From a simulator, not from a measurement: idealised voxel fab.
Process module, titled voxel capacitor over wiring
Square cell edge 5 nm, section width 215 nm, ID cut.
Cross-sections here: square-cell grids, written as top-down lists of bands, a band being one or more rows of cells. Read a band's entry like this: the first values are the height of its top and the height of its bottom in nm, and what follows is the sequence of materials from left to right, each with its width in nm. Note that "air" is empty space, and that a single material marked "everywhere" reaches across the band from edge to edge. Convention: height 0 is the level below which the wafer, as received, is all one material. The lowest band does not terminate at the bottom but continues downward, represented as "top 0, no bottom". Width: "30->40" (first number = top row, second number = bottom row, same change from row to row of cells). For the purposes of this document, the phrase "identical to before" attached to a step denotes that no cell within the cross-section was modified by that step. "Enclosed void entries" - sealed voids, min. 8 cells, no opening to top; format: width x height at distance (distance from left edge; nm throughout). Past the settings on a step's line: simulator remark, on that step. The optional step-line setting "overlay nm" applies to steps with a mask and quantifies how far to the right of its planned location the mask lay, a negative value indicating leftward placement.
# Process steps foreseen in the plan
1 RECEIVE (material Si)
2 CONFORMAL_DEP (material SiO2; thk nm 15)
3 DIRECTIONAL_DEP (material TiN; thk nm 5)
4 DIRECTIONAL_DEP (material W; thk nm 15)
5 DIRECTIONAL_DEP (material aC; thk nm 15)
6 PATTERN (tone cover; mask id METAL_1; material resist; width nm 20; pitch nm 70; thk nm 35; overlay nm 0)
7 DIRECTIONAL_ETCH (etch materials aC; depth nm 15)
8 STRIP (etch materials resist)
9 DIRECTIONAL_ETCH (etch materials W; depth nm 15)
10 DIRECTIONAL_ETCH (etch materials TiN; depth nm 5)
11 STRIP (etch materials aC)
12 CONFORMAL_DEP (material SiN; thk nm 5)
13 FILL_DEP (material lowk; thk nm 10)
14 CMP (height nm 35)
15 CONFORMAL_DEP (material SiCN; thk nm 5)
16 DIRECTIONAL_DEP (material lowk; thk nm 20)
17 MASKED_ETCH (tone open; mask id PLUG_1; width nm 15; etch materials lowk; depth nm 20; overlay nm 0)
18 MASKED_ETCH (tone open; mask id PLUG_1; width nm 15; etch materials SiCN; depth nm 5; overlay nm 0)
19 CONFORMAL_DEP (material TiN; thk nm 5)
20 FILL_DEP (material Cu; thk nm 10)
21 CMP (height nm 60)
22 DIRECTIONAL_DEP (material TiN; thk nm 10)
23 DIRECTIONAL_DEP (material HfO2; thk nm 5)
24 DIRECTIONAL_DEP (material TiN; thk nm 10)
25 PATTERN (tone cover; mask id UPPER_PLATE; material resist; width nm 55; thk nm 15; overlay nm 0)
26 DIRECTIONAL_ETCH (etch materials TiN; depth nm 10)
27 DIRECTIONAL_ETCH (etch materials HfO2; depth nm 5)
28 STRIP (etch materials resist)
29 PATTERN (tone cover; mask id LOWER_PLATE; material resist; width nm 65; thk nm 20; overlay nm 0)
30 DIRECTIONAL_ETCH (etch materials TiN; depth nm 10)
31 STRIP (etch materials resist)
32 FILL_DEP (material SiO2; thk nm 20)
33 CMP (height nm 100)
34 MASKED_ETCH (tone open; mask id PLUG_2; width nm 15; etch materials SiO2; depth nm 15; overlay nm 0)
35 CONFORMAL_DEP (material TiN; thk nm 5)
36 FILL_DEP (material Cu; thk nm 10)
37 CMP (height nm 100)
38 CONFORMAL_DEP (material SiN; thk nm 5)
# Shown in cross-section is the wafer as received, that is, as it stands after step 1
> top 0, no bottom: Si everywhere
> Enclosed void entries: none
# Cross-sectional image of the first of two wafers at the end of the module, the run having proceeded as planned
> top 105, bottom 100: SiN everywhere
> top 100, bottom 90: SiO2 (75)  TiN (5)  Cu (5)  TiN (5)  SiO2 (125)
> top 90, bottom 85: SiO2 (75)  TiN (15)  SiO2 (125)
> top 85, bottom 75: SiO2 (65)  TiN (55)  SiO2 (95)
> top 75, bottom 70: SiO2 (65)  HfO2 (55)  SiO2 (95)
> top 70, bottom 60: SiO2 (60)  TiN (65)  SiO2 (90)
> top 60, bottom 40: lowk (65)  TiN (5)  Cu (5)  TiN (5)  lowk (135)
> top 40, bottom 35: SiCN (65)  TiN (15)  SiCN (135)
> top 35, bottom 20: lowk (55)  SiN (5)  W (20)  SiN (5)  lowk (40)  SiN (5)  W (20)  SiN (5)  lowk (60)
> top 20, bottom 15: SiN (60)  TiN (20)  SiN (50)  TiN (20)  SiN (65)
> top 15, bottom 0: SiO2 everywhere
> top 0, no bottom: Si everywhere
> Enclosed void entries: none
# Cross-section, second wafer: same start as the first, same plan as the first, one mistake in running it; taken at the end of the module
> top 105, bottom 100: SiN everywhere
> top 100, bottom 90: SiO2 (75)  TiN (5)  Cu (5)  TiN (5)  SiO2 (125)
> top 90, bottom 85: SiO2 (75)  TiN (15)  SiO2 (125)
> top 85, bottom 75: SiO2 (65)  TiN (55)  SiO2 (95)
> top 75, bottom 70: SiO2 (65)  HfO2 (55)  SiO2 (95)
> top 70, bottom 60: SiO2 (60)  TiN (65)  SiO2 (90)
> top 60, bottom 40: lowk (65)  TiN (5)  Cu (5)  TiN (5)  lowk (135)
> top 40, bottom 35: SiCN (65)  TiN (15)  SiCN (135)
> top 35, bottom 25: lowk everywhere
> top 25, bottom 20: lowk (55)  SiN (30)  lowk (40)  SiN (30)  lowk (60)
> top 20, bottom 5: lowk (55)  SiN (5)  W (20)  SiN (5)  lowk (40)  SiN (5)  W (20)  SiN (5)  lowk (60)
> top 5, bottom 0: SiN (60)  TiN (20)  SiN (50)  TiN (20)  SiN (65)
> top 0, no bottom: Si everywhere
> Enclosed void entries: none
The mistake made against the process plan was this: step 2 was left out
End of process, cell counts, second wafer against first, materials with more or fewer: SiN +12 | SiO2 -129 | lowk +117
